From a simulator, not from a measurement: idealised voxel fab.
process module | voxel double patterning
cross-section cut | 225 nm wide | cells 5 nm
A cross-section is a grid of square cells, given in bands from the top down. A band is one or more rows of cells.
Each band's line starts with the height of the band's top and of its bottom, in nm. Then come its materials from left to right, each with its width in nm. One material with "throughout" fills the band from edge to edge. "air" is empty space.
Height 0 is the level under which the wafer as received is all one material. The lowest band goes on downwards, as in "0 down".
A width such as "30 to 40" changes by the same amount from each row of cells to the next, from the band's top row to its bottom row.
"no change" after a step means that no cell of the cross-section changed.
closed voids: empty space of 8 cells or more with no open way to the top, each as width x height at its distance from the left edge, in nm
after a step's settings: what the simulator itself notes on the step
overlay nm, on a step with a mask: how far to the right of its planned place the mask lay; to the left if negative
plan
1 op RECEIVE | material Si
2 op CONFORMAL_DEP | material SiN | thk nm 5
3 op DIRECTIONAL_DEP | material SiO2 | thk nm 15
4 op DIRECTIONAL_DEP | material SiCN | thk nm 10
5 op PATTERN | tone open | mask id FIRST | material resist | width nm 15 | pitch nm 50 | thk nm 15 | overlay nm 0
6 op DIRECTIONAL_ETCH | etch materials SiCN | depth nm 10
7 op STRIP | etch materials resist
8 op MASKED_ETCH | tone open | mask id SECOND | width nm 15 | pitch nm 50 | etch materials SiCN | depth nm 10 | overlay nm 0
9 op DIRECTIONAL_ETCH | etch materials SiO2 | depth nm 15
10 op STRIP | etch materials SiCN
as received, after step 1
  0 down: Si throughout
  closed voids: none
first wafer at the end, as planned
  20 to 5: SiO2 55 | air 15 | SiO2 10 | air 15 | SiO2 10 | air 15 | SiO2 10 | air 15 | SiO2 10 | air 15 | SiO2 55
  5 to 0: SiN throughout
  0 down: Si throughout
  closed voids: none
second wafer at the end: like start, like plan, one mistake
  20 to 5: SiO2 65 | air 30 | SiO2 20 | air 30 | SiO2 20 | air 15 | SiO2 45
  5 to 0: SiN throughout
  0 down: Si throughout
  closed voids: none
what went wrong: step 5 ran as: op PATTERN | tone open | mask id FIRST | material resist | width nm 15 | pitch nm 50 | thk nm 15 | overlay nm 10
at the end the second wafer has, in cells: as many of each material as the first, in other places
